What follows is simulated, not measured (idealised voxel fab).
Module name: voxel wiring stack (process module)
cross-section cut | 225 nm wide | cells 5 nm
Format of a cross-section: grid, square cells. Given as bands. Order: top down. Band: one or more rows of cells. Top height, bottom height, nm. Materials left to right, width each, nm. Single material + "full width" = fills band edge to edge. "blank" = empty. Height datum 0, below which the as-received substrate wafer is one material. Lowest band open at the bottom, running downward: "0 nm and below". A two-number width, for instance "30..40", indicates that the width is equal to the first number in the top row of the band and to the second number in the bottom row, and that it changes by a constant amount per row of cells. "changes: none", as given for a step, is the statement that not any cell of the cross-section underwent a change during that step. You'll see "Enclosed cavities" listing empty spaces that have no way open to the top, as long as they're 8 cells or more; the notation is width x height at distance, where the distance is from the left edge, and all of it is in nm. Past the settings on a step's line: simulator remark, on that step. "overlay nm" denotes, for a step that has a mask, the displacement of the mask to the right of its planned place, with negative values corresponding to the left.

# The steps planned for the process are as follows
1,op RECEIVE | material Si
2,op CONFORMAL_DEP | material SiO2 | thk nm 10
3,op CONFORMAL_DEP | material SiN | thk nm 5
4,op DIRECTIONAL_DEP | material SiO2 | thk nm 20
5,op DIRECTIONAL_DEP | material aC | thk nm 10
6,op PATTERN | tone open | mask id METAL_1 | material resist | width nm 30 | pitch nm 55 | thk nm 25 | overlay nm 0
7,op DIRECTIONAL_ETCH | etch materials aC | depth nm 10
8,op STRIP | etch materials resist
9,op DIRECTIONAL_ETCH | etch materials SiO2 | depth nm 20
10,op DIRECTIONAL_ETCH | etch materials SiN | depth nm 5
11,op STRIP | etch materials aC
12,op CONFORMAL_DEP | material TiN | thk nm 5
13,op FILL_DEP | material Cu | thk nm 5
14,op CMP | height nm 35
15,op CONFORMAL_DEP | material SiCN | thk nm 5
16,op DIRECTIONAL_DEP | material lowk | thk nm 10
17,op DIRECTIONAL_DEP | material aC | thk nm 10
18,op PATTERN | tone open | mask id PLUG_1 | material resist | width nm 15 | thk nm 30 | overlay nm 0
19,op DIRECTIONAL_ETCH | etch materials aC | depth nm 10
20,op STRIP | etch materials resist
21,op DIRECTIONAL_ETCH | etch materials lowk | depth nm 10
22,op DIRECTIONAL_ETCH | etch materials SiCN | depth nm 5
23,op STRIP | etch materials aC
24,op EPI | material Ru | thk nm 10
25,op EPI | material Ru | thk nm 5
26,op CONFORMAL_DEP | material SiN | thk nm 5
27,op DIRECTIONAL_DEP | material lowk | thk nm 15
28,op DIRECTIONAL_DEP | material aC | thk nm 15
29,op PATTERN | tone open | mask id METAL_2 | material resist | width nm 30 | pitch nm 55 | thk nm 30 | overlay nm 0
30,op DIRECTIONAL_ETCH | etch materials aC | depth nm 15
31,op STRIP | etch materials resist
32,op DIRECTIONAL_ETCH | etch materials lowk | depth nm 15
33,op DIRECTIONAL_ETCH | etch materials SiN | depth nm 5
34,op STRIP | etch materials aC
35,op CONFORMAL_DEP | material TiN | thk nm 5
36,op FILL_DEP | material Ru | thk nm 10
37,op CMP | height nm 70
38,op CONFORMAL_DEP | material SiCN | thk nm 5
39,op DIRECTIONAL_DEP | material SiO2 | thk nm 30
40,op PATTERN | tone open | mask id METAL_3_HOLES | material resist | width nm 15 | thk nm 20 | overlay nm 0
41,op DIRECTIONAL_ETCH | etch materials SiO2 | depth nm 30
42,op STRIP | etch materials resist
43,op MASKED_ETCH | tone open | mask id METAL_3 | width nm 30 | pitch nm 55 | etch materials SiO2 | depth nm 15 | overlay nm 0
44,op MASKED_ETCH | tone open | mask id METAL_3 | width nm 30 | pitch nm 55 | etch materials SiCN | depth nm 5 | overlay nm 0
45,op CONFORMAL_DEP | material TiN | thk nm 5
46,op FILL_DEP | material Ru | thk nm 10
47,op CMP | height nm 105
48,op CONFORMAL_DEP | material SiCN | thk nm 5

# Incoming wafer, cross-sectional view, post step 1
> 0 nm and below: Si full width
> Enclosed cavities: none

# The first of the two wafers as seen in cross-section once the module was finished; processing followed the plan
> 110 nm to 105 nm: SiCN full width
> 105 nm to 95 nm: SiO2: 70  TiN: 5  Ru: 20  TiN: 5  SiO2: 25  TiN: 5  Ru: 20  TiN: 5  SiO2: 70
> 95 nm to 90 nm: SiO2: 70  TiN: 5  Ru: 5  TiN: 20  SiO2: 25  TiN: 30  SiO2: 70
> 90 nm to 75 nm: SiO2: 70  TiN: 5  Ru: 5  TiN: 5  SiO2: 140
> 75 nm to 70 nm: SiCN: 70  TiN: 15  SiCN: 140
> 70 nm to 55 nm: lowk: 70  TiN: 5  Ru: 20  TiN: 5  lowk: 25  TiN: 5  Ru: 20  TiN: 5  lowk: 70
> 55 nm to 50 nm: SiN: 70  TiN: 30  SiN: 25  TiN: 30  SiN: 70
> 50 nm to 40 nm: lowk: 70  Ru: 15  lowk: 140
> 40 nm to 35 nm: SiCN: 70  Ru: 15  SiCN: 140
> 35 nm to 15 nm: SiO2: 70  TiN: 5  Cu: 20  TiN: 5  SiO2: 25  TiN: 5  Cu: 20  TiN: 5  SiO2: 70
> 15 nm to 10 nm: SiN: 70  TiN: 30  SiN: 25  TiN: 30  SiN: 70
> 10 nm to 0 nm: SiO2 full width
> 0 nm and below: Si full width
> Enclosed cavities: none

# Second wafer of the two, sectioned at the end of the module. It began like the first and followed the same plan, but one mistake was made while running it
> 110 nm to 105 nm: SiCN full width
> 105 nm to 95 nm: SiO2: 70  TiN: 5  Ru: 20  TiN: 5  SiO2: 25  TiN: 5  Ru: 20  TiN: 5  SiO2: 70
> 95 nm to 90 nm: SiO2: 70  TiN: 5  Ru: 5  TiN: 20  SiO2: 25  TiN: 30  SiO2: 70
> 90 nm to 75 nm: SiO2: 70  TiN: 5  Ru: 5  TiN: 5  SiO2: 140
> 75 nm to 70 nm: SiCN: 70  TiN: 15  SiCN: 140
> 70 nm to 55 nm: lowk: 70  TiN: 5  Ru: 20  TiN: 5  lowk: 25  TiN: 5  Ru: 20  TiN: 5  lowk: 70
> 55 nm to 50 nm: SiN: 70  TiN: 30  SiN: 25  TiN: 30  SiN: 70
> 50 nm to 40 nm: lowk: 70  Ru: 15  lowk: 140
> 40 nm to 35 nm: SiCN: 70  Ru: 15  SiCN: 140
> 35 nm to 15 nm: TiN full width
> 15 nm to 10 nm: SiN full width
> 10 nm to 0 nm: SiO2 full width
> 0 nm and below: Si full width
> Enclosed cavities: none
Deviation noted in wafer processing: step 4 was run on a setting that differed from the plan, and what really ran there is op DIRECTIONAL_DEP | material TiN | thk nm 20
End of process, cell counts, second wafer against first, materials with more or fewer: 32 fewer of Cu; 12 more of SiN; 132 fewer of SiO2; 152 more of TiN
